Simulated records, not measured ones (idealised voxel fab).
process module | voxel spacer lines
cross-section cut | 275 nm wide | cells 5 nm
A cross-section is a grid of square cells, given in bands from the top down. A band is one or more rows of cells.
Each band's line starts with the height of the band's top and of its bottom, in nm. Then come its materials from left to right, each with its width in nm. One material with "throughout" fills the band from edge to edge. "air" is empty space.
Height 0 is the level under which the wafer as received is all one material. The lowest band goes on downwards, as in "0 down".
A width such as "30 to 40" changes by the same amount from each row of cells to the next, from the band's top row to its bottom row.
"no change" after a step means that no cell of the cross-section changed.
closed voids: empty space of 8 cells or more with no open way to the top, each as width x height at its distance from the left edge, in nm
after a step's settings: what the simulator itself notes on the step
overlay nm, on a step with a mask: how far to the right of its planned place the mask lay; to the left if negative
plan
1 op RECEIVE | material Si
2 op CONFORMAL_DEP | material SiO2 | thk nm 5
3 op DIRECTIONAL_DEP | material TiN | thk nm 20
4 op DIRECTIONAL_DEP | material polySi | thk nm 30
5 op PATTERN | tone cover | mask id MANDREL | material resist | width nm 15 | pitch nm 60 | thk nm 40 | overlay nm 0
6 op DIRECTIONAL_ETCH | etch materials polySi | depth nm 30
7 op STRIP | etch materials resist
8 op CONFORMAL_DEP | material SiN | thk nm 15
9 op DIRECTIONAL_ETCH | etch materials SiN | depth nm 15
10 op STRIP | etch materials polySi
11 op DIRECTIONAL_ETCH | etch materials TiN | depth nm 20
12 op STRIP | etch materials SiN
as received, after step 1
  0 down: Si throughout
  closed voids: none
a wafer at the end: this start, this plan, one mistake
  20 to 0: air 55 | TiN 15 | air 15 | TiN 15 | air 15 | TiN 15 | air 15 | TiN 15 | air 15 | TiN 15 | air 15 | TiN 15 | air 55
  0 down: Si throughout
  closed voids: none
what went wrong: step 2 was left out
